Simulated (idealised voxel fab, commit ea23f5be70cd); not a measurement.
Proc. module: voxel wiring stack
Displayed cross-section: cut, width of 235 nm, square cells sized 5 nm.
When this document writes out a cross-section, it uses a grid of square cells and lists it as bands, beginning at the top and moving down, with a band standing for one or more rows of cells. Within each band entry, the heights of the top and of the bottom of the band appear first, in that order and in nm; the materials of the band then follow from left to right, each with its corresponding width in nm. The designation "all across" on a single material indicates that it fills the band from edge to edge; the designation "blank" indicates empty space. Height datum 0, below which the as-received substrate wafer is one material. Lowest band open at the bottom, running downward: "0 down". Read "30->40" as a graded width: first number on top, second number at the bottom, same change between each pair of neighbouring rows. The designation "nothing different", where it is given for a processing step, indicates that no cell of the cross-section was altered in the course of that step. Basically, "Internal closed voids" tells you about the enclosed voids: empty spaces with no open way to the top, 8 cells or bigger, each written width x height at distance, where distance is from the left edge, all in nm. Step line, after settings: the simulator's comment on this step. overlay nm, on a step with a mask: how far to the right of its planned place the mask lay; to the left if negative.
### These are the steps we planned for the process
1. RECEIVE [material Si]
2. CONFORMAL_DEP [material SiO2] [thk nm 10]
3. CONFORMAL_DEP [material SiCN] [thk nm 5]
4. DIRECTIONAL_DEP [material lowk] [thk nm 15]
5. DIRECTIONAL_DEP [material aC] [thk nm 15]
6. PATTERN [tone open] [mask id METAL_1] [material resist] [width nm 25] [pitch nm 50] [thk nm 30] [overlay nm 0]
7. DIRECTIONAL_ETCH [etch materials aC] [depth nm 15]
8. STRIP [etch materials resist]
9. DIRECTIONAL_ETCH [etch materials lowk] [depth nm 15]
10. DIRECTIONAL_ETCH [etch materials SiCN] [depth nm 5]
11. STRIP [etch materials aC]
12. CONFORMAL_DEP [material TiN] [thk nm 5]
13. FILL_DEP [material Cu] [thk nm 10]
14. CMP [height nm 30]
15. CONFORMAL_DEP [material SiCN] [thk nm 5]
16. DIRECTIONAL_DEP [material lowk] [thk nm 15]
17. DIRECTIONAL_DEP [material aC] [thk nm 10]
18. PATTERN [tone open] [mask id PLUG_1] [material resist] [width nm 15] [pitch nm 50] [thk nm 30] [overlay nm 0]
19. DIRECTIONAL_ETCH [etch materials aC] [depth nm 10]
20. STRIP [etch materials resist]
21. DIRECTIONAL_ETCH [etch materials lowk] [depth nm 15]
22. DIRECTIONAL_ETCH [etch materials SiCN] [depth nm 5]
23. STRIP [etch materials aC]
24. CONFORMAL_DEP [material TiN] [thk nm 5]
25. FILL_DEP [material Cu] [thk nm 5]
26. CMP [height nm 50]
27. CONFORMAL_DEP [material SiCN] [thk nm 5]
28. DIRECTIONAL_DEP [material SiO2] [thk nm 20]
29. PATTERN [tone open] [mask id METAL_2] [material resist] [width nm 25] [pitch nm 50] [thk nm 20] [overlay nm 0]
30. DIRECTIONAL_ETCH [etch materials SiO2] [depth nm 20]
31. DIRECTIONAL_ETCH [etch materials SiCN] [depth nm 5]
32. STRIP [etch materials resist]
33. CONFORMAL_DEP [material TiN] [thk nm 5]
34. FILL_DEP [material W] [thk nm 10]
35. CMP [height nm 75]
36. CONFORMAL_DEP [material SiCN] [thk nm 5]
37. DIRECTIONAL_DEP [material SiO2] [thk nm 25]
38. DIRECTIONAL_DEP [material aC] [thk nm 15]
39. PATTERN [tone open] [mask id METAL_3] [material resist] [width nm 25] [pitch nm 50] [thk nm 35] [overlay nm 0]
40. DIRECTIONAL_ETCH [etch materials aC] [depth nm 15]
41. STRIP [etch materials resist]
42. DIRECTIONAL_ETCH [etch materials SiO2] [depth nm 15]
43. STRIP [etch materials aC]
44. PATTERN [tone open] [mask id METAL_3_HOLES] [material resist] [width nm 15] [pitch nm 50] [thk nm 15] [overlay nm 0]
45. DIRECTIONAL_ETCH [etch materials SiO2] [depth nm 10]
46. DIRECTIONAL_ETCH [etch materials SiCN] [depth nm 5]
47. STRIP [etch materials resist]
48. CONFORMAL_DEP [material TiN] [thk nm 5]
49. FILL_DEP [material Ru] [thk nm 10]
50. CMP [height nm 105]
51. CONFORMAL_DEP [material SiCN] [thk nm 5]
### Run as planned: first of two wafers
### Cross-section of the incoming wafer, state after step 1
- 0 down | Si all across
- Internal closed voids: none
### The wafer, seen in cross-section, after step 2
- 10 to 0 | SiO2 all across
- Everything below 0 is unchanged.
### The wafer, seen in cross-section, after step 3
- 15 to 10 | SiCN all across
- Everything below 10 is unchanged.
### The wafer, seen in cross-section, after step 4
- 30 to 15 | lowk all across
- Everything below 15 is unchanged.
### The wafer, seen in cross-section, after step 5
- 45 to 30 | aC all across
- Everything below 30 is unchanged.
### The wafer, seen in cross-section, after step 6
- 75 to 45 | 80 nm resist; 25 nm blank; 25 nm resist; 25 nm blank; 80 nm resist
- Everything below 45 is unchanged.
### The wafer, seen in cross-section, after step 7
- 60 to 45 | 80 nm resist; 25 nm blank; 25 nm resist; 25 nm blank; 80 nm resist
- 45 to 30 | 80 nm aC; 25 nm blank; 25 nm aC; 25 nm blank; 80 nm aC
- Everything below 30 is unchanged.
### The wafer, seen in cross-section, after step 8
- 45 to 30 | 80 nm aC; 25 nm blank; 25 nm aC; 25 nm blank; 80 nm aC
- Everything below 30 is unchanged.
### The wafer, seen in cross-section, after step 9
- 45 to 30 | 80 nm aC; 25 nm blank; 25 nm aC; 25 nm blank; 80 nm aC
- 30 to 15 | 80 nm lowk; 25 nm blank; 25 nm lowk; 25 nm blank; 80 nm lowk
- Everything below 15 is unchanged.
### The wafer, seen in cross-section, after step 10
- 45 to 30 | 80 nm aC; 25 nm blank; 25 nm aC; 25 nm blank; 80 nm aC
- 30 to 15 | 80 nm lowk; 25 nm blank; 25 nm lowk; 25 nm blank; 80 nm lowk
- 15 to 10 | 80 nm SiCN; 25 nm blank; 25 nm SiCN; 25 nm blank; 80 nm SiCN
- Everything below 10 is unchanged.
### The wafer, seen in cross-section, after step 11
- 30 to 15 | 80 nm lowk; 25 nm blank; 25 nm lowk; 25 nm blank; 80 nm lowk
- Everything below 15 is unchanged.
### The wafer, seen in cross-section, after step 12
- 35 to 30 | 85 nm TiN; 15 nm blank; 35 nm TiN; 15 nm blank; 85 nm TiN
- 30 to 15 | 80 nm lowk; 5 nm TiN; 15 nm blank; 5 nm TiN; 25 nm lowk; 5 nm TiN; 15 nm blank; 5 nm TiN; 80 nm lowk
- 15 to 10 | 80 nm SiCN; 25 nm TiN; 25 nm SiCN; 25 nm TiN; 80 nm SiCN
- Everything below 10 is unchanged.
### The wafer, seen in cross-section, after step 13
- 45 to 35 | Cu all across
- 35 to 30 | 85 nm TiN; 15 nm Cu; 35 nm TiN; 15 nm Cu; 85 nm TiN
- 30 to 15 | 80 nm lowk; 5 nm TiN; 15 nm Cu; 5 nm TiN; 25 nm lowk; 5 nm TiN; 15 nm Cu; 5 nm TiN; 80 nm lowk
- Everything below 15 is unchanged.
### The wafer, seen in cross-section, after step 14
- 30 to 15 | 80 nm lowk; 5 nm TiN; 15 nm Cu; 5 nm TiN; 25 nm lowk; 5 nm TiN; 15 nm Cu; 5 nm TiN; 80 nm lowk
- Everything below 15 is unchanged.
### The wafer, seen in cross-section, after step 15
- 35 to 30 | SiCN all across
- Everything below 30 is unchanged.
### The wafer, seen in cross-section, after step 16
- 50 to 35 | lowk all across
- Everything below 35 is unchanged.
### The wafer, seen in cross-section, after step 17
- 60 to 50 | aC all across
- Everything below 50 is unchanged.
### The wafer, seen in cross-section, after step 18
- 90 to 60 | 80 nm resist; 15 nm blank; 35 nm resist; 15 nm blank; 90 nm resist
- Everything below 60 is unchanged.
### The wafer, seen in cross-section, after step 19
- 80 to 60 | 80 nm resist; 15 nm blank; 35 nm resist; 15 nm blank; 90 nm resist
- 60 to 50 | 80 nm aC; 15 nm blank; 35 nm aC; 15 nm blank; 90 nm aC
- Everything below 50 is unchanged.
### The wafer, seen in cross-section, after step 20
- 60 to 50 | 80 nm aC; 15 nm blank; 35 nm aC; 15 nm blank; 90 nm aC
- Everything below 50 is unchanged.
### The wafer, seen in cross-section, after step 21
- 60 to 50 | 80 nm aC; 15 nm blank; 35 nm aC; 15 nm blank; 90 nm aC
- 50 to 35 | 80 nm lowk; 15 nm blank; 35 nm lowk; 15 nm blank; 90 nm lowk
- Everything below 35 is unchanged.
### The wafer, seen in cross-section, after step 22
- 60 to 50 | 80 nm aC; 15 nm blank; 35 nm aC; 15 nm blank; 90 nm aC
- 50 to 35 | 80 nm lowk; 15 nm blank; 35 nm lowk; 15 nm blank; 90 nm lowk
- 35 to 30 | 80 nm SiCN; 15 nm blank; 35 nm SiCN; 15 nm blank; 90 nm SiCN
- Everything below 30 is unchanged.
### The wafer, seen in cross-section, after step 23
- 50 to 35 | 80 nm lowk; 15 nm blank; 35 nm lowk; 15 nm blank; 90 nm lowk
- Everything below 35 is unchanged.
### The wafer, seen in cross-section, after step 24
- 55 to 50 | 85 nm TiN; 5 nm blank; 45 nm TiN; 5 nm blank; 95 nm TiN
- 50 to 35 | 80 nm lowk; 5 nm TiN; 5 nm blank; 5 nm TiN; 35 nm lowk; 5 nm TiN; 5 nm blank; 5 nm TiN; 90 nm lowk
- 35 to 30 | 80 nm SiCN; 15 nm TiN; 35 nm SiCN; 15 nm TiN; 90 nm SiCN
- Everything below 30 is unchanged.
### The wafer, seen in cross-section, after step 25
- 60 to 55 | Cu all across
- 55 to 50 | 85 nm TiN; 5 nm Cu; 45 nm TiN; 5 nm Cu; 95 nm TiN
- 50 to 35 | 80 nm lowk; 5 nm TiN; 5 nm Cu; 5 nm TiN; 35 nm lowk; 5 nm TiN; 5 nm Cu; 5 nm TiN; 90 nm lowk
- Everything below 35 is unchanged.
### The wafer, seen in cross-section, after step 26
- 50 to 35 | 80 nm lowk; 5 nm TiN; 5 nm Cu; 5 nm TiN; 35 nm lowk; 5 nm TiN; 5 nm Cu; 5 nm TiN; 90 nm lowk
- Everything below 35 is unchanged.
### The wafer, seen in cross-section, after step 27
- 55 to 50 | SiCN all across
- Everything below 50 is unchanged.
### The wafer, seen in cross-section, after step 28
- 75 to 55 | SiO2 all across
- Everything below 55 is unchanged.
### The wafer, seen in cross-section, after step 29
- 95 to 75 | 80 nm resist; 25 nm blank; 25 nm resist; 25 nm blank; 80 nm resist
- Everything below 75 is unchanged.
### The wafer, seen in cross-section, after step 30
- 95 to 75 | 80 nm resist; 25 nm blank; 25 nm resist; 25 nm blank; 80 nm resist
- 75 to 55 | 80 nm SiO2; 25 nm blank; 25 nm SiO2; 25 nm blank; 80 nm SiO2
- Everything below 55 is unchanged.
### The wafer, seen in cross-section, after step 31
- 95 to 75 | 80 nm resist; 25 nm blank; 25 nm resist; 25 nm blank; 80 nm resist
- 75 to 55 | 80 nm SiO2; 25 nm blank; 25 nm SiO2; 25 nm blank; 80 nm SiO2
- 55 to 50 | 80 nm SiCN; 25 nm blank; 25 nm SiCN; 25 nm blank; 80 nm SiCN
- Everything below 50 is unchanged.
### The wafer, seen in cross-section, after step 32
- 75 to 55 | 80 nm SiO2; 25 nm blank; 25 nm SiO2; 25 nm blank; 80 nm SiO2
- Everything below 55 is unchanged.
### The wafer, seen in cross-section, after step 33
- 80 to 75 | 85 nm TiN; 15 nm blank; 35 nm TiN; 15 nm blank; 85 nm TiN
- 75 to 55 | 80 nm SiO2; 5 nm TiN; 15 nm blank; 5 nm TiN; 25 nm SiO2; 5 nm TiN; 15 nm blank; 5 nm TiN; 80 nm SiO2
- 55 to 50 | 80 nm SiCN; 25 nm TiN; 25 nm SiCN; 25 nm TiN; 80 nm SiCN
- Everything below 50 is unchanged.
### The wafer, seen in cross-section, after step 34
- 90 to 80 | W all across
- 80 to 75 | 85 nm TiN; 15 nm W; 35 nm TiN; 15 nm W; 85 nm TiN
- 75 to 55 | 80 nm SiO2; 5 nm TiN; 15 nm W; 5 nm TiN; 25 nm SiO2; 5 nm TiN; 15 nm W; 5 nm TiN; 80 nm SiO2
- Everything below 55 is unchanged.
### The wafer, seen in cross-section, after step 35
- 75 to 55 | 80 nm SiO2; 5 nm TiN; 15 nm W; 5 nm TiN; 25 nm SiO2; 5 nm TiN; 15 nm W; 5 nm TiN; 80 nm SiO2
- Everything below 55 is unchanged.
### The wafer, seen in cross-section, after step 36
- 80 to 75 | SiCN all across
- Everything below 75 is unchanged.
### The wafer, seen in cross-section, after step 37
- 105 to 80 | SiO2 all across
- Everything below 80 is unchanged.
### The wafer, seen in cross-section, after step 38
- 120 to 105 | aC all across
- Everything below 105 is unchanged.
### The wafer, seen in cross-section, after step 39
- 155 to 120 | 80 nm resist; 25 nm blank; 25 nm resist; 25 nm blank; 80 nm resist
- Everything below 120 is unchanged.
### The wafer, seen in cross-section, after step 40
- 140 to 120 | 80 nm resist; 25 nm blank; 25 nm resist; 25 nm blank; 80 nm resist
- 120 to 105 | 80 nm aC; 25 nm blank; 25 nm aC; 25 nm blank; 80 nm aC
- Everything below 105 is unchanged.
### The wafer, seen in cross-section, after step 41
- 120 to 105 | 80 nm aC; 25 nm blank; 25 nm aC; 25 nm blank; 80 nm aC
- Everything below 105 is unchanged.
### The wafer, seen in cross-section, after step 42
- 120 to 105 | 80 nm aC; 25 nm blank; 25 nm aC; 25 nm blank; 80 nm aC
- 105 to 90 | 80 nm SiO2; 25 nm blank; 25 nm SiO2; 25 nm blank; 80 nm SiO2
- Everything below 90 is unchanged.
### The wafer, seen in cross-section, after step 43
- 105 to 90 | 80 nm SiO2; 25 nm blank; 25 nm SiO2; 25 nm blank; 80 nm SiO2
- Everything below 90 is unchanged.
### The wafer, seen in cross-section, after step 44
- 120 to 105 | 80 nm resist; 15 nm blank; 35 nm resist; 15 nm blank; 90 nm resist
- 105 to 90 | 80 nm SiO2; 15 nm blank; 10 nm resist; 25 nm SiO2; 15 nm blank; 10 nm resist; 80 nm SiO2
- Everything below 90 is unchanged.
### The wafer, seen in cross-section, after step 45
- 120 to 105 | 80 nm resist; 15 nm blank; 35 nm resist; 15 nm blank; 90 nm resist
- 105 to 90 | 80 nm SiO2; 15 nm blank; 10 nm resist; 25 nm SiO2; 15 nm blank; 10 nm resist; 80 nm SiO2
- 90 to 80 | 80 nm SiO2; 15 nm blank; 35 nm SiO2; 15 nm blank; 90 nm SiO2
- Everything below 80 is unchanged.
### The wafer, seen in cross-section, after step 46
- 120 to 105 | 80 nm resist; 15 nm blank; 35 nm resist; 15 nm blank; 90 nm resist
- 105 to 90 | 80 nm SiO2; 15 nm blank; 10 nm resist; 25 nm SiO2; 15 nm blank; 10 nm resist; 80 nm SiO2
- 90 to 80 | 80 nm SiO2; 15 nm blank; 35 nm SiO2; 15 nm blank; 90 nm SiO2
- 80 to 75 | 80 nm SiCN; 15 nm blank; 35 nm SiCN; 15 nm blank; 90 nm SiCN
- Everything below 75 is unchanged.
### The wafer, seen in cross-section, after step 47
- 105 to 90 | 80 nm SiO2; 25 nm blank; 25 nm SiO2; 25 nm blank; 80 nm SiO2
- Everything below 90 is unchanged.
### The wafer, seen in cross-section, after step 48
- 110 to 105 | 85 nm TiN; 15 nm blank; 35 nm TiN; 15 nm blank; 85 nm TiN
- 105 to 95 | 80 nm SiO2; 5 nm TiN; 15 nm blank; 5 nm TiN; 25 nm SiO2; 5 nm TiN; 15 nm blank; 5 nm TiN; 80 nm SiO2
- 95 to 90 | 80 nm SiO2; 5 nm TiN; 5 nm blank; 15 nm TiN; 25 nm SiO2; 5 nm TiN; 5 nm blank; 15 nm TiN; 80 nm SiO2
- 90 to 80 | 80 nm SiO2; 5 nm TiN; 5 nm blank; 5 nm TiN; 35 nm SiO2; 5 nm TiN; 5 nm blank; 5 nm TiN; 90 nm SiO2
- 80 to 75 | 80 nm SiCN; 15 nm TiN; 35 nm SiCN; 15 nm TiN; 90 nm SiCN
- Everything below 75 is unchanged.
### The wafer, seen in cross-section, after step 49
- 120 to 110 | Ru all across
- 110 to 105 | 85 nm TiN; 15 nm Ru; 35 nm TiN; 15 nm Ru; 85 nm TiN
- 105 to 95 | 80 nm SiO2; 5 nm TiN; 15 nm Ru; 5 nm TiN; 25 nm SiO2; 5 nm TiN; 15 nm Ru; 5 nm TiN; 80 nm SiO2
- 95 to 90 | 80 nm SiO2; 5 nm TiN; 5 nm Ru; 15 nm TiN; 25 nm SiO2; 5 nm TiN; 5 nm Ru; 15 nm TiN; 80 nm SiO2
- 90 to 80 | 80 nm SiO2; 5 nm TiN; 5 nm Ru; 5 nm TiN; 35 nm SiO2; 5 nm TiN; 5 nm Ru; 5 nm TiN; 90 nm SiO2
- Everything below 80 is unchanged.
### The wafer, seen in cross-section, after step 50
- 105 to 95 | 80 nm SiO2; 5 nm TiN; 15 nm Ru; 5 nm TiN; 25 nm SiO2; 5 nm TiN; 15 nm Ru; 5 nm TiN; 80 nm SiO2
- Everything below 95 is unchanged.
### The wafer, seen in cross-section, after step 51
- 110 to 105 | SiCN all across
- Everything below 105 is unchanged.
### Wafer two of the pair: same origin, same plan, one error during the run; identical to wafer one up to and including step 50
### Cross-section, second wafer, at the end time the plan gives for step 51
- 120 to 105 | SiCN all across
- Everything below 105 is unchanged.
It is concluded that the wafer was processed incorrectly with respect to the plan, in that contrary to plan, step 51 was performed as CONFORMAL_DEP [material SiCN] [thk nm 15]
Heads up, by the end the second wafer has more or fewer cells of some materials compared to the first: 94 more of SiCN
